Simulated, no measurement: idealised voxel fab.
process module | voxel trench capacitor
cross-section cut | 150 nm wide | cells 5 nm
A cross-section is a grid of square cells, given in bands from the top down. A band is one or more rows of cells.
Each band's line starts with the height of the band's top and of its bottom, in nm. Then come its materials from left to right, each with its width in nm. One material with "throughout" fills the band from edge to edge. "air" is empty space.
Height 0 is the level under which the wafer as received is all one material. The lowest band goes on downwards, as in "0 down".
A width such as "30 to 40" changes by the same amount from each row of cells to the next, from the band's top row to its bottom row.
"no change" after a step means that no cell of the cross-section changed.
closed voids: empty space of 8 cells or more with no open way to the top, each as width x height at its distance from the left edge, in nm
after a step's settings: what the simulator itself notes on the step
overlay nm, on a step with a mask: how far to the right of its planned place the mask lay; to the left if negative
plan
1 op RECEIVE | material Si
2 op CONFORMAL_DEP | material SiN | thk nm 5
3 op PATTERN | tone open | mask id TRENCH | material resist | width nm 20 | pitch nm 40 | thk nm 15 | overlay nm 0
4 op DIRECTIONAL_ETCH | etch materials SiN | depth nm 5
5 op DIRECTIONAL_ETCH | etch materials Si | depth nm 35
6 op STRIP | etch materials resist
7 op CONFORMAL_DEP | material SiO2 | thk nm 5
8 op FILL_DEP | material polySi | thk nm 5
9 op CMP | height nm 5
first wafer, as planned
as received, after step 1
  0 down: Si throughout
  closed voids: none
after step 2
  5 to 0: SiN throughout
  below 0: unchanged
after step 3
  20 to 5: resist 25 | air 20 | resist 20 | air 20 | resist 20 | air 20 | resist 25
  below 5: unchanged
after step 4
  20 to 5: resist 25 | air 20 | resist 20 | air 20 | resist 20 | air 20 | resist 25
  5 to 0: SiN 25 | air 20 | SiN 20 | air 20 | SiN 20 | air 20 | SiN 25
  below 0: unchanged
after step 5
  20 to 5: resist 25 | air 20 | resist 20 | air 20 | resist 20 | air 20 | resist 25
  5 to 0: SiN 25 | air 20 | SiN 20 | air 20 | SiN 20 | air 20 | SiN 25
  0 to -35: Si 25 | air 20 | Si 20 | air 20 | Si 20 | air 20 | Si 25
  below -35: unchanged
after step 6
  5 to 0: SiN 25 | air 20 | SiN 20 | air 20 | SiN 20 | air 20 | SiN 25
  below 0: unchanged
after step 7
  10 to 5: SiO2 30 | air 10 | SiO2 30 | air 10 | SiO2 30 | air 10 | SiO2 30
  5 to 0: SiN 25 | SiO2 5 | air 10 | SiO2 5 | SiN 20 | SiO2 5 | air 10 | SiO2 5 | SiN 20 | SiO2 5 | air 10 | SiO2 5 | SiN 25
  0 to -30: Si 25 | SiO2 5 | air 10 | SiO2 5 | Si 20 | SiO2 5 | air 10 | SiO2 5 | Si 20 | SiO2 5 | air 10 | SiO2 5 | Si 25
  -30 to -35: Si 25 | SiO2 20 | Si 20 | SiO2 20 | Si 20 | SiO2 20 | Si 25
  below -35: unchanged
after step 8
  15 to 10: polySi throughout
  10 to 5: SiO2 30 | polySi 10 | SiO2 30 | polySi 10 | SiO2 30 | polySi 10 | SiO2 30
  5 to 0: SiN 25 | SiO2 5 | polySi 10 | SiO2 5 | SiN 20 | SiO2 5 | polySi 10 | SiO2 5 | SiN 20 | SiO2 5 | polySi 10 | SiO2 5 | SiN 25
  0 to -30: Si 25 | SiO2 5 | polySi 10 | SiO2 5 | Si 20 | SiO2 5 | polySi 10 | SiO2 5 | Si 20 | SiO2 5 | polySi 10 | SiO2 5 | Si 25
  below -30: unchanged
after step 9
  5 to 0: SiN 25 | SiO2 5 | polySi 10 | SiO2 5 | SiN 20 | SiO2 5 | polySi 10 | SiO2 5 | SiN 20 | SiO2 5 | polySi 10 | SiO2 5 | SiN 25
  below 0: unchanged
second wafer: like start, like plan, one mistake. Through step 2 it matches the first wafer
when step 3 should have ended
  20 to 5: air 25 | resist 20 | air 20 | resist 20 | air 20 | resist 20 | air 25
  below 5: unchanged
when step 4 should have ended
  20 to 5: air 25 | resist 20 | air 20 | resist 20 | air 20 | resist 20 | air 25
  5 to 0: air 25 | SiN 20 | air 20 | SiN 20 | air 20 | SiN 20 | air 25
  below 0: unchanged
when step 5 should have ended
  20 to 5: air 25 | resist 20 | air 20 | resist 20 | air 20 | resist 20 | air 25
  5 to 0: air 25 | SiN 20 | air 20 | SiN 20 | air 20 | SiN 20 | air 25
  0 to -35: air 25 | Si 20 | air 20 | Si 20 | air 20 | Si 20 | air 25
  below -35: unchanged
when step 6 should have ended
  5 to 0: air 25 | SiN 20 | air 20 | SiN 20 | air 20 | SiN 20 | air 25
  below 0: unchanged
when step 7 should have ended
  10 to 5: air 20 | SiO2 30 | air 10 | SiO2 30 | air 10 | SiO2 30 | air 20
  5 to 0: air 20 | SiO2 5 | SiN 20 | SiO2 5 | air 10 | SiO2 5 | SiN 20 | SiO2 5 | air 10 | SiO2 5 | SiN 20 | SiO2 5 | air 20
  0 to -30: air 20 | SiO2 5 | Si 20 | SiO2 5 | air 10 | SiO2 5 | Si 20 | SiO2 5 | air 10 | SiO2 5 | Si 20 | SiO2 5 | air 20
  -30 to -35: SiO2 25 | Si 20 | SiO2 20 | Si 20 | SiO2 20 | Si 20 | SiO2 25
  below -35: unchanged
when step 8 should have ended
  15 to 10: polySi throughout
  10 to 5: polySi 20 | SiO2 30 | polySi 10 | SiO2 30 | polySi 10 | SiO2 30 | polySi 20
  5 to 0: polySi 20 | SiO2 5 | SiN 20 | SiO2 5 | polySi 10 | SiO2 5 | SiN 20 | SiO2 5 | polySi 10 | SiO2 5 | SiN 20 | SiO2 5 | polySi 20
  0 to -30: polySi 20 | SiO2 5 | Si 20 | SiO2 5 | polySi 10 | SiO2 5 | Si 20 | SiO2 5 | polySi 10 | SiO2 5 | Si 20 | SiO2 5 | polySi 20
  below -30: unchanged
when step 9 should have ended
  5 to 0: polySi 20 | SiO2 5 | SiN 20 | SiO2 5 | polySi 10 | SiO2 5 | SiN 20 | SiO2 5 | polySi 10 | SiO2 5 | SiN 20 | SiO2 5 | polySi 20
  below 0: unchanged
what went wrong: step 3 ran as: op PATTERN | tone cover | mask id TRENCH | material resist | width nm 20 | pitch nm 40 | thk nm 15 | overlay nm 0
at the end the second wafer has, in cells: 42 fewer of Si | 6 fewer of SiN | 6 more of SiO2 | 42 more of polySi
